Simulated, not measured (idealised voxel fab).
Documented hereafter: the process module known as voxel tone inversion.
The width of the displayed cross-section, cut, is 265 nm; its cells are square, with a size of 5 nm.
Format of a cross-section: grid, square cells. Given as bands. Order: top down. Band: one or more rows of cells.
Heads up on the band format: heights come first, top then bottom, in nm. After that it's the materials left to right, each with its width in nm. A single material flagged "everywhere" fills the whole band edge to edge, and "empty" means there's empty space there.
Height 0 is the level under which the wafer as received is all one material. The lowest band goes on downwards, as in "0..down".
The two numbers in a width such as "30->40" mark its ends across the band: the first belongs to the top row of cells, the second to the bottom row, and from each row to the next the width moves by the same amount.
For the purposes of this document, the phrase "all unchanged" attached to a step denotes that no cell within the cross-section was modified by that step.
Each empty space that has no open way to the top and spans at least 8 cells appears under "Closed void entries" as width x height at distance, the distance counted from the left edge, all in nm.
That trailing text on a step's line, after the settings, is the simulator's own remark on the step.
Among the settings permitted on a step's line is "overlay nm"; applied to a step with a mask, it specifies the extent to which the mask lay to the right of its planned position, whereas a negative figure signifies a position to the left.

The planned process steps are enumerated hereunder:
step 1: RECEIVE with material Si
step 2: CONFORMAL_DEP with material SiCN, thk nm 5
step 3: DIRECTIONAL_DEP with material aC, thk nm 20
step 4: PATTERN with tone cover, mask id POSTS, material resist, width nm 20, pitch nm 45, thk nm 25, overlay nm 0
step 5: DIRECTIONAL_ETCH with etch materials aC, depth nm 20
step 6: STRIP with etch materials resist
step 7: FILL_DEP with material lowk, thk nm 5
step 8: CMP with height nm 25
step 9: STRIP with etch materials aC
step 10: CONFORMAL_DEP with material TiN, thk nm 5
step 11: FILL_DEP with material Ru, thk nm 5
step 12: CMP with height nm 25
step 13: CONFORMAL_DEP with material SiCN, thk nm 5

First wafer of two (run as planned):

Here's what the wafer looked like in cross-section when it arrived - that's after step 1:
    0..down: Si everywhere
    Closed void entries: none

Once step 2 is through, the wafer looks like this in cross-section:
    5..0: SiCN everywhere
    Nothing below the height 0 has changed.

Once step 3 is through, the wafer looks like this in cross-section:
    25..5: aC everywhere
    Nothing below the height 5 has changed.

Once step 4 is through, the wafer looks like this in cross-section:
    50..25: 75 of empty / 20 of resist / 25 of empty / 20 of resist / 25 of empty / 20 of resist / 80 of empty
    Nothing below the height 25 has changed.

Once step 5 is through, the wafer looks like this in cross-section:
    30..25: 75 of empty / 20 of resist / 25 of empty / 20 of resist / 25 of empty / 20 of resist / 80 of empty
    25..5: 75 of empty / 20 of aC / 25 of empty / 20 of aC / 25 of empty / 20 of aC / 80 of empty
    Nothing below the height 5 has changed.

Once step 6 is through, the wafer looks like this in cross-section:
    25..5: 75 of empty / 20 of aC / 25 of empty / 20 of aC / 25 of empty / 20 of aC / 80 of empty
    Nothing below the height 5 has changed.

Once step 7 is through, the wafer looks like this in cross-section:
    30..25: lowk everywhere
    25..5: 75 of lowk / 20 of aC / 25 of lowk / 20 of aC / 25 of lowk / 20 of aC / 80 of lowk
    Nothing below the height 5 has changed.

Once step 8 is through, the wafer looks like this in cross-section:
    25..5: 75 of lowk / 20 of aC / 25 of lowk / 20 of aC / 25 of lowk / 20 of aC / 80 of lowk
    Nothing below the height 5 has changed.

Once step 9 is through, the wafer looks like this in cross-section:
    25..5: 75 of lowk / 20 of empty / 25 of lowk / 20 of empty / 25 of lowk / 20 of empty / 80 of lowk
    Nothing below the height 5 has changed.

Once step 10 is through, the wafer looks like this in cross-section:
    30..25: 80 of TiN / 10 of empty / 35 of TiN / 10 of empty / 35 of TiN / 10 of empty / 85 of TiN
    25..10: 75 of lowk / 5 of TiN / 10 of empty / 5 of TiN / 25 of lowk / 5 of TiN / 10 of empty / 5 of TiN / 25 of lowk / 5 of TiN / 10 of empty / 5 of TiN / 80 of lowk
    10..5: 75 of lowk / 20 of TiN / 25 of lowk / 20 of TiN / 25 of lowk / 20 of TiN / 80 of lowk
    Nothing below the height 5 has changed.

Once step 11 is through, the wafer looks like this in cross-section:
    35..30: Ru everywhere
    30..25: 80 of TiN / 10 of Ru / 35 of TiN / 10 of Ru / 35 of TiN / 10 of Ru / 85 of TiN
    25..10: 75 of lowk / 5 of TiN / 10 of Ru / 5 of TiN / 25 of lowk / 5 of TiN / 10 of Ru / 5 of TiN / 25 of lowk / 5 of TiN / 10 of Ru / 5 of TiN / 80 of lowk
    Nothing below the height 10 has changed.

Once step 12 is through, the wafer looks like this in cross-section:
    25..10: 75 of lowk / 5 of TiN / 10 of Ru / 5 of TiN / 25 of lowk / 5 of TiN / 10 of Ru / 5 of TiN / 25 of lowk / 5 of TiN / 10 of Ru / 5 of TiN / 80 of lowk
    Nothing below the height 10 has changed.

Once step 13 is through, the wafer looks like this in cross-section:
    30..25: SiCN everywhere
    Nothing below the height 25 has changed.

Second wafer: same start and same plan as the first, one execution error; identical to the first through step 7:

Second wafer profile in section, at the moment step 8 of the plan was meant to be complete:
    20..5: 75 of lowk / 20 of aC / 25 of lowk / 20 of aC / 25 of lowk / 20 of aC / 80 of lowk
    Nothing below the height 5 has changed.

Second wafer profile in section, at the moment step 9 of the plan was meant to be complete:
    20..5: 75 of lowk / 20 of empty / 25 of lowk / 20 of empty / 25 of lowk / 20 of empty / 80 of lowk
    Nothing below the height 5 has changed.

Second wafer profile in section, at the moment step 10 of the plan was meant to be complete:
    25..20: 80 of TiN / 10 of empty / 35 of TiN / 10 of empty / 35 of TiN / 10 of empty / 85 of TiN
    20..10: 75 of lowk / 5 of TiN / 10 of empty / 5 of TiN / 25 of lowk / 5 of TiN / 10 of empty / 5 of TiN / 25 of lowk / 5 of TiN / 10 of empty / 5 of TiN / 80 of lowk
    10..5: 75 of lowk / 20 of TiN / 25 of lowk / 20 of TiN / 25 of lowk / 20 of TiN / 80 of lowk
    Nothing below the height 5 has changed.

Second wafer profile in section, at the moment step 11 of the plan was meant to be complete:
    30..25: Ru everywhere
    25..20: 80 of TiN / 10 of Ru / 35 of TiN / 10 of Ru / 35 of TiN / 10 of Ru / 85 of TiN
    20..10: 75 of lowk / 5 of TiN / 10 of Ru / 5 of TiN / 25 of lowk / 5 of TiN / 10 of Ru / 5 of TiN / 25 of lowk / 5 of TiN / 10 of Ru / 5 of TiN / 80 of lowk
    Nothing below the height 10 has changed.

Second wafer profile in section, at the moment step 12 of the plan was meant to be complete:
    25..20: 80 of TiN / 10 of Ru / 35 of TiN / 10 of Ru / 35 of TiN / 10 of Ru / 85 of TiN
    Nothing below the height 20 has changed.

Second wafer profile in section, at the moment step 13 of the plan was meant to be complete:
    30..25: SiCN everywhere
    Nothing below the height 25 has changed.
Where did the run depart from the plan? step 8 ran as: CMP with height nm 20
Final cells, second wafer relative to first, materials higher or lower: +41 TiN, -41 lowk
